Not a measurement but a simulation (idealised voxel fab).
Proc. module: voxel ribs on slabs
The cross-section on display is named cut; it measures 195 nm wide, and its cells are 5 nm squares.
How to read a cross-section here: the picture is a grid of square cells, written as bands going from the top down, and any band can span one or more rows of cells. Heights first: top, then bottom, in nm. Then materials, left to right, each with a width in nm. "everywhere" on a single material: fills the band edge to edge. "blank": empty space. Heads up on the height convention: 0 is the point under which the incoming wafer is all one material, and the lowest band has no bottom, it just keeps going down, like "0..down". Width spec "30..40" -> top row of cells at first value, bottom row at second value, equal per-row change in between. It should be understood that the words "everything unchanged", when stated for a given step, signify that the cross-section underwent no change in any of its cells during that step. Heads up: "Voids, enclosed" only lists the empty pockets with no open path to the top that are 8 cells or more, and it writes them as width x height at distance, distance from the left edge, in nm. That trailing text on a step's line, after the settings, is the simulator's own remark on the step. "overlay nm" on a masked step: distance the mask lay right of its planned place, negative for left.

**List of planned process steps**
1 RECEIVE [material Si]
2 DIRECTIONAL_DEP [material SiO2] [thk nm 20]
3 DIRECTIONAL_DEP [material SiN] [thk nm 25]
4 MASKED_ETCH [tone cover] [mask id RIB] [width nm 15] [etch materials SiN] [depth nm 5] [overlay nm 0]
5 PATTERN [tone cover] [mask id SLAB] [material resist] [width nm 55] [thk nm 15] [overlay nm 0]
6 DIRECTIONAL_ETCH [etch materials SiN] [depth nm 20]
7 STRIP [etch materials resist]
8 FILL_DEP [material SiO2] [thk nm 30]
9 CMP [height nm 65]
10 DIRECTIONAL_DEP [material W] [thk nm 10]
11 DIRECTIONAL_DEP [material aC] [thk nm 10]
12 PATTERN [tone cover] [mask id HEATER] [material resist] [width nm 25] [thk nm 25] [overlay nm 0]
13 DIRECTIONAL_ETCH [etch materials aC] [depth nm 10]
14 STRIP [etch materials resist]
15 DIRECTIONAL_ETCH [etch materials W] [depth nm 10]
16 STRIP [etch materials aC]
17 CONFORMAL_DEP [material SiN] [thk nm 10]

**Cross-section, incoming material, after step 1**
  0..down  Si everywhere
  Voids, enclosed: none

**Sectioned view, first of two wafers, at the close of the module, processed as intended in the plan**
  85..75  75 nm blank  45 nm SiN  75 nm blank
  75..65  85 nm SiN  25 nm W  85 nm SiN
  65..45  SiO2 everywhere
  45..40  90 nm SiO2  15 nm SiN  90 nm SiO2
  40..20  70 nm SiO2  55 nm SiN  70 nm SiO2
  20..0  SiO2 everywhere
  0..down  Si everywhere
  Voids, enclosed: none

**So this is wafer number two of the two, cut at the end of the module - it started where the first did and had the same plan, we just got one thing wrong running it**
  85..75  75 nm blank  45 nm SiN  75 nm blank
  75..65  85 nm SiN  25 nm W  85 nm SiN
  65..25  SiO2 everywhere
  25..0  SiN everywhere
  0..down  Si everywhere
  Voids, enclosed: none
It is concluded that the wafer was processed incorrectly with respect to the plan, in that swap of plan steps 2 and 3 during execution
End check, counted in cells, second wafer has more or fewer of these materials than the first: SiN: 148 more | SiO2: 148 fewer
